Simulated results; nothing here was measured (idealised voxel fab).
Title: Process Module voxel lift off
Cross-sectional view cut (width: 205 nm; square cell size: 5 nm).
Reading order for cross-sections: top band down to bottom band. Underlying form: a grid of square cells. Band size: one or more rows of cells.
Quick guide to a band line: top height, bottom height (nm) up front; then every material left to right with its width in nm. Only one material and it's marked "edge to edge"? Then it fills the band edge to edge. And "empty" just means empty space.
Where do heights start? At 0: under that level the wafer as delivered is made of one material only. And the lowest band has no floor; it just carries on downward, as in "z 0 and below".
With a width like "30..40", each row of cells in the band differs from the next by the same amount, the top row carrying the first number and the bottom row the second.
Given "no change" for a step, no cell of the cross-section differs between before and after that step.
Each empty space that has no open way to the top and spans at least 8 cells appears under "Voids, enclosed" as width x height at distance, the distance counted from the left edge, all in nm.
On a step's line, text after the settings is the simulator commenting on that step.
If you see "overlay nm" on a step's line and that step has a mask, it's telling you how far right of where it was planned the mask ended up; a negative number means it went left instead.
Pairs from here to the end. Each: cross-section before one process step, cross-section after it, the latter only as far down as the lowest band that changed. Under each: the step between, and its settings. Mind that the pairs may be taken from different runs of this module on the same starting wafer; whether a pair continues from the pair above depends on its entry headed "Snapshot before", and it does only where that entry says so.

Snapshot before:
	z 0 and below: Si edge to edge
	Voids, enclosed: none

Post-Step Section View:
	z 15 to 0: Al2O3 edge to edge
	Below 0, no change.
	Voids, enclosed: none
Between before and after, shown above: op CONFORMAL_DEP | material Al2O3 | thk nm 15

Snapshot before: unchanged from the after cross-section in the pair immediately above; refer to that figure.

Post-Step Section View:
	z 35 to 15: resist 65 nm, empty 25 nm, resist 25 nm, empty 25 nm, resist 65 nm
	Below 15, no change.
	Voids, enclosed: none
Between before and after, shown above: op PATTERN | tone open | mask id LINES | material resist | width nm 25 | pitch nm 50 | thk nm 20 | overlay nm 0

Snapshot before: unchanged from the after cross-section in the pair immediately above; refer to that figure.

Post-Step Section View:
	z 40 to 35: Ru 65 nm, empty 25 nm, Ru 25 nm, empty 25 nm, Ru 65 nm
	z 35 to 20: resist 65 nm, empty 25 nm, resist 25 nm, empty 25 nm, resist 65 nm
	z 20 to 15: resist 65 nm, Ru 25 nm, resist 25 nm, Ru 25 nm, resist 65 nm
	Below 15, no change.
	Voids, enclosed: none
Between before and after, shown above: op DIRECTIONAL_DEP | material Ru | thk nm 5

Snapshot before: unchanged from the after cross-section in the pair immediately above; refer to that figure.

Post-Step Section View:
	z 20 to 15: empty 65 nm, Ru 25 nm, empty 25 nm, Ru 25 nm, empty 65 nm
	Below 15, no change.
	Voids, enclosed: none
Between before and after, shown above: op STRIP | etch materials resist

Snapshot before: unchanged from the after cross-section in the pair immediately above; refer to that figure.

Post-Step Section View:
	z 30 to 25: empty 55 nm, SiN 45 nm, empty 5 nm, SiN 45 nm, empty 55 nm
	z 25 to 20: SiN edge to edge
	z 20 to 15: SiN 65 nm, Ru 25 nm, SiN 25 nm, Ru 25 nm, SiN 65 nm
	Below 15, no change.
	Voids, enclosed: none
Between before and after, shown above: op CONFORMAL_DEP | material SiN | thk nm 10

Snapshot before:
	z 15 to 0: Al2O3 edge to edge
	z 0 and below: Si edge to edge
	Voids, enclosed: none

Post-Step Section View:
	z 30 to 0: Al2O3 edge to edge
	Below 0, no change.
	Voids, enclosed: none
Between before and after, shown above: op CONFORMAL_DEP | material Al2O3 | thk nm 15

Snapshot before: unchanged from the after cross-section in the pair immediately above; refer to that figure.

Post-Step Section View:
	z 50 to 30: resist 65 nm, empty 25 nm, resist 25 nm, empty 25 nm, resist 65 nm
	Below 30, no change.
	Voids, enclosed: none
Between before and after, shown above: op PATTERN | tone open | mask id LINES | material resist | width nm 25 | pitch nm 50 | thk nm 20 | overlay nm 0

Snapshot before: unchanged from the after cross-section in the pair immediately above; refer to that figure.

Post-Step Section View:
	z 55 to 50: Ru 65 nm, empty 25 nm, Ru 25 nm, empty 25 nm, Ru 65 nm
	z 50 to 35: resist 65 nm, empty 25 nm, resist 25 nm, empty 25 nm, resist 65 nm
	z 35 to 30: resist 65 nm, Ru 25 nm, resist 25 nm, Ru 25 nm, resist 65 nm
	Below 30, no change.
	Voids, enclosed: none
Between before and after, shown above: op DIRECTIONAL_DEP | material Ru | thk nm 5

Snapshot before: unchanged from the after cross-section in the pair immediately above; refer to that figure.

Post-Step Section View:
	z 35 to 30: empty 65 nm, Ru 25 nm, empty 25 nm, Ru 25 nm, empty 65 nm
	Below 30, no change.
	Voids, enclosed: none
Between before and after, shown above: op STRIP | etch materials resist

Snapshot before: unchanged from the after cross-section in the pair immediately above; refer to that figure.

Post-Step Section View:
	z 45 to 40: empty 55 nm, SiN 45 nm, empty 5 nm, SiN 45 nm, empty 55 nm
	z 40 to 35: SiN edge to edge
	z 35 to 30: SiN 65 nm, Ru 25 nm, SiN 25 nm, Ru 25 nm, SiN 65 nm
	Below 30, no change.
	Voids, enclosed: none
Between before and after, shown above: op CONFORMAL_DEP | material SiN | thk nm 10

Snapshot before:
	z 20 to 15: empty 65 nm, Ru 25 nm, empty 25 nm, Ru 25 nm, empty 65 nm
	z 15 to 0: Al2O3 edge to edge
	z 0 and below: Si edge to edge
	Voids, enclosed: none

Post-Step Section View:
	z 35 to 30: empty 50 nm, SiN 105 nm, empty 50 nm
	z 30 to 20: SiN edge to edge
	z 20 to 15: SiN 65 nm, Ru 25 nm, SiN 25 nm, Ru 25 nm, SiN 65 nm
	Below 15, no change.
	Voids, enclosed: none
Between before and after, shown above: op CONFORMAL_DEP | material SiN | thk nm 15

Snapshot before:
	z 15 to 0: Al2O3 edge to edge
	z 0 and below: Si edge to edge
	Voids, enclosed: none

Post-Step Section View:
	z 35 to 15: resist 70 nm, empty 20 nm, resist 30 nm, empty 20 nm, resist 65 nm
	Below 15, no change.
	Voids, enclosed: none
Between before and after, shown above: op PATTERN | tone open | mask id LINES | material resist | width nm 20 | pitch nm 50 | thk nm 20 | overlay nm 0

Snapshot before: unchanged from the after cross-section in the pair immediately above; refer to that figure.

Post-Step Section View:
	z 40 to 35: Ru 70 nm, empty 20 nm, Ru 30 nm, empty 20 nm, Ru 65 nm
	z 35 to 20: resist 70 nm, empty 20 nm, resist 30 nm, empty 20 nm, resist 65 nm
	z 20 to 15: resist 70 nm, Ru 20 nm, resist 30 nm, Ru 20 nm, resist 65 nm
	Below 15, no change.
	Voids, enclosed: none
Between before and after, shown above: op DIRECTIONAL_DEP | material Ru | thk nm 5

Snapshot before: unchanged from the after cross-section in the pair immediately above; refer to that figure.

Post-Step Section View:
	z 20 to 15: empty 70 nm, Ru 20 nm, empty 30 nm, Ru 20 nm, empty 65 nm
	Below 15, no change.
	Voids, enclosed: none
Between before and after, shown above: op STRIP | etch materials resist

Snapshot before: unchanged from the after cross-section in the pair immediately above; refer to that figure.

Post-Step Section View:
	z 30 to 25: empty 60 nm, SiN 40 nm, empty 10 nm, SiN 40 nm, empty 55 nm
	z 25 to 20: SiN edge to edge
	z 20 to 15: SiN 70 nm, Ru 20 nm, SiN 30 nm, Ru 20 nm, SiN 65 nm
	Below 15, no change.
	Voids, enclosed: none
Between before and after, shown above: op CONFORMAL_DEP | material SiN | thk nm 10

Snapshot before:
	z 15 to 0: Al2O3 edge to edge
	z 0 and below: Si edge to edge
	Voids, enclosed: none

Post-Step Section View:
	z 35 to 15: resist 60 nm, empty 25 nm, resist 25 nm, empty 25 nm, resist 70 nm
	Below 15, no change.
	Voids, enclosed: none
Between before and after, shown above: op PATTERN | tone open | mask id LINES | material resist | width nm 25 | pitch nm 50 | thk nm 20 | overlay nm -5

Snapshot before: unchanged from the after cross-section in the pair immediately above; refer to that figure.

Post-Step Section View:
	z 40 to 35: Ru 60 nm, empty 25 nm, Ru 25 nm, empty 25 nm, Ru 70 nm
	z 35 to 20: resist 60 nm, empty 25 nm, resist 25 nm, empty 25 nm, resist 70 nm
	z 20 to 15: resist 60 nm, Ru 25 nm, resist 25 nm, Ru 25 nm, resist 70 nm
	Below 15, no change.
	Voids, enclosed: none
Between before and after, shown above: op DIRECTIONAL_DEP | material Ru | thk nm 5

Snapshot before: unchanged from the after cross-section in the pair immediately above; refer to that figure.

Post-Step Section View:
	z 20 to 15: empty 60 nm, Ru 25 nm, empty 25 nm, Ru 25 nm, empty 70 nm
	Below 15, no change.
	Voids, enclosed: none
Between before and after, shown above: op STRIP | etch materials resist

Snapshot before: unchanged from the after cross-section in the pair immediately above; refer to that figure.

Post-Step Section View:
	z 30 to 25: empty 50 nm, SiN 45 nm, empty 5 nm, SiN 45 nm, empty 60 nm
	z 25 to 20: SiN edge to edge
	z 20 to 15: SiN 60 nm, Ru 25 nm, SiN 25 nm, Ru 25 nm, SiN 70 nm
	Below 15, no change.
	Voids, enclosed: none
Between before and after, shown above: op CONFORMAL_DEP | material SiN | thk nm 10

Snapshot before:
	z 0 and below: Si edge to edge
	Voids, enclosed: none

Post-Step Section View:
	z 15 to 0: Ru edge to edge
	Below 0, no change.
	Voids, enclosed: none
Between before and after, shown above: op CONFORMAL_DEP | material Ru | thk nm 15

Snapshot before: unchanged from the after cross-section in the pair immediately above; refer to that figure.

Post-Step Section View:
	z 35 to 15: resist 65 nm, empty 25 nm, resist 25 nm, empty 25 nm, resist 65 nm
	Below 15, no change.
	Voids, enclosed: none
Between before and after, shown above: op PATTERN | tone open | mask id LINES | material resist | width nm 25 | pitch nm 50 | thk nm 20 | overlay nm 0

Snapshot before: unchanged from the after cross-section in the pair immediately above; refer to that figure.

Post-Step Section View:
	z 40 to 35: Ru 65 nm, empty 25 nm, Ru 25 nm, empty 25 nm, Ru 65 nm
	z 35 to 20: resist 65 nm, empty 25 nm, resist 25 nm, empty 25 nm, resist 65 nm
	z 20 to 15: resist 65 nm, Ru 25 nm, resist 25 nm, Ru 25 nm, resist 65 nm
	Below 15, no change.
	Voids, enclosed: none
Between before and after, shown above: op DIRECTIONAL_DEP | material Ru | thk nm 5

Snapshot before: unchanged from the after cross-section in the pair immediately above; refer to that figure.

Post-Step Section View:
	z 20 to 15: empty 65 nm, Ru 25 nm, empty 25 nm, Ru 25 nm, empty 65 nm
	Below 15, no change.
	Voids, enclosed: none
Between before and after, shown above: op STRIP | etch materials resist

Snapshot before: unchanged from the after cross-section in the pair immediately above; refer to that figure.

Post-Step Section View:
	z 30 to 25: empty 55 nm, SiN 45 nm, empty 5 nm, SiN 45 nm, empty 55 nm
	z 25 to 20: SiN edge to edge
	z 20 to 15: SiN 65 nm, Ru 25 nm, SiN 25 nm, Ru 25 nm, SiN 65 nm
	Below 15, no change.
	Voids, enclosed: none
Between before and after, shown above: op CONFORMAL_DEP | material SiN | thk nm 10

Snapshot before:
	z 15 to 0: Al2O3 edge to edge
	z 0 and below: Si edge to edge
	Voids, enclosed: none

Post-Step Section View:
	z 35 to 15: empty 65 nm, resist 25 nm, empty 25 nm, resist 25 nm, empty 65 nm
	Below 15, no change.
	Voids, enclosed: none
Between before and after, shown above: op PATTERN | tone cover | mask id LINES | material resist | width nm 25 | pitch nm 50 | thk nm 20 | overlay nm 0

Snapshot before: unchanged from the after cross-section in the pair immediately above; refer to that figure.

Post-Step Section View:
	z 40 to 35: empty 65 nm, Ru 25 nm, empty 25 nm, Ru 25 nm, empty 65 nm
	z 35 to 20: empty 65 nm, resist 25 nm, empty 25 nm, resist 25 nm, empty 65 nm
	z 20 to 15: Ru 65 nm, resist 25 nm, Ru 25 nm, resist 25 nm, Ru 65 nm
	Below 15, no change.
	Voids, enclosed: none
Between before and after, shown above: op DIRECTIONAL_DEP | material Ru | thk nm 5

Snapshot before: unchanged from the after cross-section in the pair immediately above; refer to that figure.

Post-Step Section View:
	z 20 to 15: Ru 65 nm, empty 25 nm, Ru 25 nm, empty 25 nm, Ru 65 nm
	Below 15, no change.
	Voids, enclosed: none
Between before and after, shown above: op STRIP | etch materials resist

Snapshot before: unchanged from the after cross-section in the pair immediately above; refer to that figure.

Post-Step Section View:
	z 30 to 25: SiN 75 nm, empty 5 nm, SiN 45 nm, empty 5 nm, SiN 75 nm
	z 25 to 20: SiN edge to edge
	z 20 to 15: Ru 65 nm, SiN 25 nm, Ru 25 nm, SiN 25 nm, Ru 65 nm
	Below 15, no change.
	Voids, enclosed: none
Between before and after, shown above: op CONFORMAL_DEP | material SiN | thk nm 10
